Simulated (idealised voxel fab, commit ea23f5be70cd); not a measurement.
process module | voxel fin reveal
cross-section cut | 190 nm wide | cells 5 nm
A cross-section is a grid of square cells, given in bands from the top down. A band is one or more rows of cells.
Each band's line starts with the height of the band's top and of its bottom, in nm. Then come its materials from left to right, each with its width in nm. One material with "throughout" fills the band from edge to edge. "air" is empty space.
Height 0 is the level under which the wafer as received is all one material. The lowest band goes on downwards, as in "0 down".
A width such as "30 to 40" changes by the same amount from each row of cells to the next, from the band's top row to its bottom row.
"no change" after a step means that no cell of the cross-section changed.
closed voids: empty space of 8 cells or more with no open way to the top, each as width x height at its distance from the left edge, in nm
after a step's settings: what the simulator itself notes on the step
overlay nm, on a step with a mask: how far to the right of its planned place the mask lay; to the left if negative
plan
1 op RECEIVE | material Si
2 op CONFORMAL_DEP | material SiN | thk nm 5
3 op PATTERN | tone cover | mask id FINS | material resist | width nm 15 | pitch nm 45 | thk nm 20 | overlay nm 0
4 op DIRECTIONAL_ETCH | etch materials SiN | depth nm 5
5 op DIRECTIONAL_ETCH | etch materials Si | depth nm 35
6 op STRIP | etch materials resist
7 op OXIDIZE | depth nm 5
8 op FILL_DEP | material SiO2 | thk nm 5
9 op CMP | height nm 5
10 op SELECTIVE_ETCH | etch materials SiO2 | depth nm 15
11 op STRIP | etch materials SiN
12 op CONFORMAL_DEP | material SiO2 | thk nm 5
first wafer, as planned
as received, after step 1
  0 down: Si throughout
  closed voids: none
after step 2
  5 to 0: SiN throughout
  below 0: unchanged
after step 3
  25 to 5: air 20 | resist 15 | air 30 | resist 15 | air 30 | resist 15 | air 30 | resist 15 | air 20
  below 5: unchanged
after step 4
  25 to 5: air 20 | resist 15 | air 30 | resist 15 | air 30 | resist 15 | air 30 | resist 15 | air 20
  5 to 0: air 20 | SiN 15 | air 30 | SiN 15 | air 30 | SiN 15 | air 30 | SiN 15 | air 20
  below 0: unchanged
after step 5
  25 to 5: air 20 | resist 15 | air 30 | resist 15 | air 30 | resist 15 | air 30 | resist 15 | air 20
  5 to 0: air 20 | SiN 15 | air 30 | SiN 15 | air 30 | SiN 15 | air 30 | SiN 15 | air 20
  0 to -35: air 20 | Si 15 | air 30 | Si 15 | air 30 | Si 15 | air 30 | Si 15 | air 20
  below -35: unchanged
after step 6
  5 to 0: air 20 | SiN 15 | air 30 | SiN 15 | air 30 | SiN 15 | air 30 | SiN 15 | air 20
  below 0: unchanged
after step 7
  5 to 0: air 20 | SiN 15 | air 30 | SiN 15 | air 30 | SiN 15 | air 30 | SiN 15 | air 20
  0 to -35: air 20 | SiO2 5 | Si 5 | SiO2 5 | air 30 | SiO2 5 | Si 5 | SiO2 5 | air 30 | SiO2 5 | Si 5 | SiO2 5 | air 30 | SiO2 5 | Si 5 | SiO2 5 | air 20
  -35 to -40: SiO2 25 | Si 5 | SiO2 40 | Si 5 | SiO2 40 | Si 5 | SiO2 40 | Si 5 | SiO2 25
  below -40: unchanged
after step 8
  10 to 5: SiO2 throughout
  5 to 0: SiO2 20 | SiN 15 | SiO2 30 | SiN 15 | SiO2 30 | SiN 15 | SiO2 30 | SiN 15 | SiO2 20
  0 to -40: SiO2 25 | Si 5 | SiO2 40 | Si 5 | SiO2 40 | Si 5 | SiO2 40 | Si 5 | SiO2 25
  below -40: unchanged
after step 9
  5 to 0: SiO2 20 | SiN 15 | SiO2 30 | SiN 15 | SiO2 30 | SiN 15 | SiO2 30 | SiN 15 | SiO2 20
  below 0: unchanged
after step 10
  5 to 0: air 20 | SiN 15 | air 30 | SiN 15 | air 30 | SiN 15 | air 30 | SiN 15 | air 20
  0 to -10: air 25 | Si 5 | air 40 | Si 5 | air 40 | Si 5 | air 40 | Si 5 | air 25
  below -10: unchanged
after step 11
  0 to -10: air 25 | Si 5 | air 40 | Si 5 | air 40 | Si 5 | air 40 | Si 5 | air 25
  below -10: unchanged
after step 12
  5 to 0: air 20 | SiO2 15 | air 30 | SiO2 15 | air 30 | SiO2 15 | air 30 | SiO2 15 | air 20
  0 to -5: air 20 | SiO2 5 | Si 5 | SiO2 5 | air 30 | SiO2 5 | Si 5 | SiO2 5 | air 30 | SiO2 5 | Si 5 | SiO2 5 | air 30 | SiO2 5 | Si 5 | SiO2 5 | air 20
  -5 to -40: SiO2 25 | Si 5 | SiO2 40 | Si 5 | SiO2 40 | Si 5 | SiO2 40 | Si 5 | SiO2 25
  below -40: unchanged
second wafer: like start, like plan, one mistake. Through step 9 it matches the first wafer
when step 10 should have ended
  5 to 0: air 20 | SiN 15 | air 30 | SiN 15 | air 30 | SiN 15 | air 30 | SiN 15 | air 20
  0 to -25: air 25 | Si 5 | air 40 | Si 5 | air 40 | Si 5 | air 40 | Si 5 | air 25
  below -25: unchanged
when step 11 should have ended
  0 to -25: air 25 | Si 5 | air 40 | Si 5 | air 40 | Si 5 | air 40 | Si 5 | air 25
  below -25: unchanged
when step 12 should have ended
  5 to 0: air 20 | SiO2 15 | air 30 | SiO2 15 | air 30 | SiO2 15 | air 30 | SiO2 15 | air 20
  0 to -20: air 20 | SiO2 5 | Si 5 | SiO2 5 | air 30 | SiO2 5 | Si 5 | SiO2 5 | air 30 | SiO2 5 | Si 5 | SiO2 5 | air 30 | SiO2 5 | Si 5 | SiO2 5 | air 20
  -20 to -40: SiO2 25 | Si 5 | SiO2 40 | Si 5 | SiO2 40 | Si 5 | SiO2 40 | Si 5 | SiO2 25
  below -40: unchanged
what went wrong: step 10 was run twice
at the end the second wafer has, in cells: 78 fewer of SiO2
